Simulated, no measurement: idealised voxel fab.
Documented hereafter: the process module known as voxel ribs on slabs.
For reference, the cross-section in this document is cut, with width 265 nm and square cells of 5 nm.
Cross-section, as written here: a square-cell grid given band by band from the top down, where a band holds one or more rows of cells.
The entry gives the band's vertical extent as a top height and a bottom height in nm, then its horizontal make-up as materials from left to right, each with a width in nm. "blank" stands for empty space; a single material marked "edge to edge" fills the band edge to edge.
Height 0 is the level under which the wafer as received is all one material. The lowest band goes on downwards, as in "0 -> down".
With a width like "30->40", each row of cells in the band differs from the next by the same amount, the top row carrying the first number and the bottom row the second.
Step marked "left unchanged"? Then no cell in the cross-section changed in it.
"Catalogued sealed voids" means: voids of 8 cells or more that are shut off from the top with no open way through. Written width x height at distance, distance from the left edge, in nm.
Read whatever lies past the settings on a step's line as the simulator's own remark about the step.
overlay nm: how far to the right of its planned place the mask lay on this masked step (negative: to the left).

# This section lists the process steps that were planned
1 RECEIVE,material Si
2 DIRECTIONAL_DEP,material SiO2,thk nm 30
3 DIRECTIONAL_DEP,material polySi,thk nm 20
4 PATTERN,tone cover,mask id RIB,material resist,width nm 25,thk nm 20,overlay nm 0
5 DIRECTIONAL_ETCH,etch materials polySi,depth nm 10
6 STRIP,etch materials resist
7 MASKED_ETCH,tone cover,mask id SLAB,width nm 65,etch materials polySi,depth nm 10,overlay nm 0
8 FILL_DEP,material SiO2,thk nm 15
9 CMP,height nm 60
10 DIRECTIONAL_DEP,material W,thk nm 5
11 MASKED_ETCH,tone cover,mask id HEATER,width nm 35,etch materials W,depth nm 5,overlay nm 0
12 CONFORMAL_DEP,material SiN,thk nm 10

# What follows covers the first of two wafers; it ran as planned

# Incoming wafer in cross-section (state: after step 1)
  0 -> down = Si edge to edge
  Catalogued sealed voids: none

# Cross-section through the wafer, step 2 finished
  30 -> 0 = SiO2 edge to edge
  Below 0 it's all the same as before, nothing changed down there.

# Cross-section through the wafer, step 3 finished
  50 -> 30 = polySi edge to edge
  Below 30 it's all the same as before, nothing changed down there.

# Cross-section through the wafer, step 4 finished
  70 -> 50 = blank: 120, resist: 25, blank: 120
  Below 50 it's all the same as before, nothing changed down there.

# Cross-section through the wafer, step 5 finished
  70 -> 50 = blank: 120, resist: 25, blank: 120
  50 -> 40 = blank: 120, polySi: 25, blank: 120
  Below 40 it's all the same as before, nothing changed down there.

# Cross-section through the wafer, step 6 finished
  50 -> 40 = blank: 120, polySi: 25, blank: 120
  Below 40 it's all the same as before, nothing changed down there.

# Cross-section through the wafer, step 7 finished
  50 -> 40 = blank: 120, polySi: 25, blank: 120
  40 -> 30 = blank: 100, polySi: 65, blank: 100
  Below 30 it's all the same as before, nothing changed down there.

# Cross-section through the wafer, step 8 finished
  65 -> 50 = SiO2 edge to edge
  50 -> 40 = SiO2: 120, polySi: 25, SiO2: 120
  40 -> 30 = SiO2: 100, polySi: 65, SiO2: 100
  Below 30 it's all the same as before, nothing changed down there.

# Cross-section through the wafer, step 9 finished
  60 -> 50 = SiO2 edge to edge
  Below 50 it's all the same as before, nothing changed down there.

# Cross-section through the wafer, step 10 finished
  65 -> 60 = W edge to edge
  Below 60 it's all the same as before, nothing changed down there.

# Cross-section through the wafer, step 11 finished
  65 -> 60 = blank: 115, W: 35, blank: 115
  Below 60 it's all the same as before, nothing changed down there.

# Cross-section through the wafer, step 12 finished
  75 -> 70 = blank: 105, SiN: 55, blank: 105
  70 -> 65 = SiN edge to edge
  65 -> 60 = SiN: 115, W: 35, SiN: 115
  Below 60 it's all the same as before, nothing changed down there.

# Here the second wafer is described. Its start and its plan were those of the first wafer. Its run contained one mistake. Up to and including step 7, it did exactly what the first wafer did

# Planned end of step 8: second wafer, cross-section
  65 -> 50 = SiN edge to edge
  50 -> 40 = SiN: 120, polySi: 25, SiN: 120
  40 -> 30 = SiN: 100, polySi: 65, SiN: 100
  Below 30 it's all the same as before, nothing changed down there.

# Planned end of step 9: second wafer, cross-section
  60 -> 50 = SiN edge to edge
  Below 50 it's all the same as before, nothing changed down there.

# Planned end of step 10: second wafer, cross-section
  65 -> 60 = W edge to edge
  Below 60 it's all the same as before, nothing changed down there.

# Planned end of step 11: second wafer, cross-section
  65 -> 60 = blank: 115, W: 35, blank: 115
  Below 60 it's all the same as before, nothing changed down there.

# Planned end of step 12: second wafer, cross-section
  75 -> 70 = blank: 105, SiN: 55, blank: 105
  70 -> 65 = SiN edge to edge
  65 -> 60 = SiN: 115, W: 35, SiN: 115
  Below 60 it's all the same as before, nothing changed down there.
It is concluded that the wafer was processed incorrectly with respect to the plan, in that contrary to plan, step 8 was performed as FILL_DEP,material SiN,thk nm 15
Once processing is complete, comparing cell counts shows that the second wafer has more or fewer of certain materials than the first: SiN +282; SiO2 -282
